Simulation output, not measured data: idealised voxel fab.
This is a process module. Its name is voxel wiring stack.
Section shown: cut. Width: 225 nm. Cell size: 5 nm, square.
In this document a cross-section is written as a grid of square cells. It is given as a series of bands, listed from the top down, and a band is one or more rows of cells.
In this notation a band is specified by the heights of its top and bottom, in that order and in nm, after which its materials appear from left to right, each paired with its width in nm. The word "everywhere" attached to a single material means that material fills the band from edge to edge; the word "empty" stands for empty space.
A quick word on heights: they are counted from 0, and under that level the wafer as it came to us is one material throughout. The lowest band is different from the rest in having no bottom; it simply continues downward, written as in "0 nm and below".
The width entry "30 to 40" should be interpreted row by row: the top row of cells in the band takes the first number, the bottom row takes the second number, and the change between adjacent rows is uniform throughout.
"same as before" -> step changed no cross-section cell.
So "Tabulated closed voids" is basically the list of trapped voids: any empty space of 8 cells or more that can't reach the top through an opening. They're written width x height at distance, the distance being from the left edge, and it's all nm.
If you see something after the settings on a step's line, that's the simulator's own remark about that step.
If you see "overlay nm" on a step's line and that step has a mask, it's telling you how far right of where it was planned the mask ended up; a negative number means it went left instead.
BELOW IS THE LIST OF PLANNED PROCESS STEPS
1) RECEIVE,material Si
2) CONFORMAL_DEP,material SiO2,thk nm 10
3) CONFORMAL_DEP,material SiN,thk nm 5
4) DIRECTIONAL_DEP,material lowk,thk nm 15
5) MASKED_ETCH,tone open,mask id METAL_1,width nm 20,pitch nm 35,etch materials lowk,depth nm 15,overlay nm 0
6) MASKED_ETCH,tone open,mask id METAL_1,width nm 20,pitch nm 35,etch materials SiN,depth nm 5,overlay nm 0
7) CONFORMAL_DEP,material TiN,thk nm 5
8) FILL_DEP,material Ru,thk nm 5
9) CMP,height nm 30
10) CONFORMAL_DEP,material SiCN,thk nm 5
11) DIRECTIONAL_DEP,material SiO2,thk nm 20
12) MASKED_ETCH,tone open,mask id PLUG_1,width nm 15,pitch nm 35,etch materials SiO2,depth nm 20,overlay nm 0
13) MASKED_ETCH,tone open,mask id PLUG_1,width nm 15,pitch nm 35,etch materials SiCN,depth nm 5,overlay nm 0
14) CONFORMAL_DEP,material TiN,thk nm 5
15) FILL_DEP,material Ru,thk nm 10
16) CMP,height nm 55
17) CONFORMAL_DEP,material SiCN,thk nm 5
18) DIRECTIONAL_DEP,material lowk,thk nm 20
19) PATTERN,tone open,mask id METAL_2,material resist,width nm 20,pitch nm 35,thk nm 20,overlay nm 0
20) DIRECTIONAL_ETCH,etch materials lowk,depth nm 20
21) DIRECTIONAL_ETCH,etch materials SiCN,depth nm 5
22) STRIP,etch materials resist
23) CONFORMAL_DEP,material TiN,thk nm 5
24) FILL_DEP,material W,thk nm 5
25) CMP,height nm 80
26) CONFORMAL_DEP,material SiCN,thk nm 5
27) DIRECTIONAL_DEP,material SiO2,thk nm 15
28) PATTERN,tone open,mask id PLUG_2,material resist,width nm 15,pitch nm 35,thk nm 20,overlay nm 0
29) DIRECTIONAL_ETCH,etch materials SiO2,depth nm 15
30) DIRECTIONAL_ETCH,etch materials SiCN,depth nm 5
31) STRIP,etch materials resist
32) EPI,material Ru,thk nm 10
33) EPI,material Ru,thk nm 10
34) DIRECTIONAL_DEP,material TiN,thk nm 5
35) DIRECTIONAL_DEP,material Ru,thk nm 25
36) MASKED_ETCH,tone cover,mask id METAL_3,width nm 20,pitch nm 35,etch materials Ru,depth nm 25,overlay nm 0
37) MASKED_ETCH,tone cover,mask id METAL_3,width nm 20,pitch nm 35,etch materials TiN,depth nm 5,overlay nm 0
38) CONFORMAL_DEP,material SiCN,thk nm 5
39) FILL_DEP,material lowk,thk nm 5
40) CMP,height nm 130
41) CONFORMAL_DEP,material SiCN,thk nm 5
CROSS-SECTIONAL VIEW OF THE WAFER IN ITS AS-RECEIVED CONDITION, CORRESPONDING TO THE STATE AFTER STEP 1
0 nm and below = Si everywhere
Tabulated closed voids: none
CROSS-SECTION AT MODULE END, ONE RUN ERROR; START AND PLAN UNCHANGED FROM ABOVE
135 nm to 130 nm = SiCN everywhere
130 nm to 120 nm = lowk 75 to 60, SiCN 5 to 20, Ru 5, SiCN 5, lowk 20 to 5, SiCN 5 to 20, Ru 5, SiCN 5, lowk 20 to 5, SiCN 5 to 20, Ru 5, SiCN 5, lowk 65
120 nm to 105 nm = lowk 60, SiCN 5, Ru 20, SiCN 5, lowk 5, SiCN 5, Ru 20, SiCN 5, lowk 5, SiCN 5, Ru 20, SiCN 5, lowk 65
105 nm to 100 nm = SiCN 65, Ru 15, TiN 5, SiCN 15, Ru 15, TiN 5, SiCN 15, Ru 15, TiN 5, SiCN 70
100 nm to 95 nm = SiO2 65, Ru 15, SiO2 20, Ru 15, SiO2 20, Ru 15, SiO2 75
95 nm to 90 nm = SiO2 65, TiN 15, SiO2 20, TiN 15, SiO2 20, TiN 15, SiO2 75
90 nm to 85 nm = SiO2 65, Ru 15, SiO2 20, Ru 15, SiO2 20, Ru 15, SiO2 75
85 nm to 80 nm = SiCN 65, Ru 15, SiCN 20, Ru 15, SiCN 20, Ru 15, SiCN 75
80 nm to 60 nm = lowk 65, TiN 5, W 10, TiN 5, lowk 15, TiN 5, W 10, TiN 5, lowk 15, TiN 5, W 10, TiN 5, lowk 70
60 nm to 55 nm = SiCN 65, TiN 20, SiCN 15, TiN 20, SiCN 15, TiN 20, SiCN 70
55 nm to 35 nm = SiO2 65, TiN 5, Ru 5, TiN 5, SiO2 20, TiN 5, Ru 5, TiN 5, SiO2 20, TiN 5, Ru 5, TiN 5, SiO2 75
35 nm to 30 nm = SiCN 65, TiN 15, SiCN 20, TiN 15, SiCN 20, TiN 15, SiCN 75
30 nm to 15 nm = lowk 65, TiN 5, Ru 10, TiN 5, lowk 15, TiN 5, Ru 10, TiN 5, lowk 15, TiN 5, Ru 10, TiN 5, lowk 70
15 nm to 10 nm = SiN 65, TiN 20, SiN 15, TiN 20, SiN 15, TiN 20, SiN 70
10 nm to 0 nm = SiO2 everywhere
0 nm and below = Si everywhere
Tabulated closed voids: none
Want to know what went wrong? the sequence lacks one of the identical steps 32 and 33, and which one cannot be told
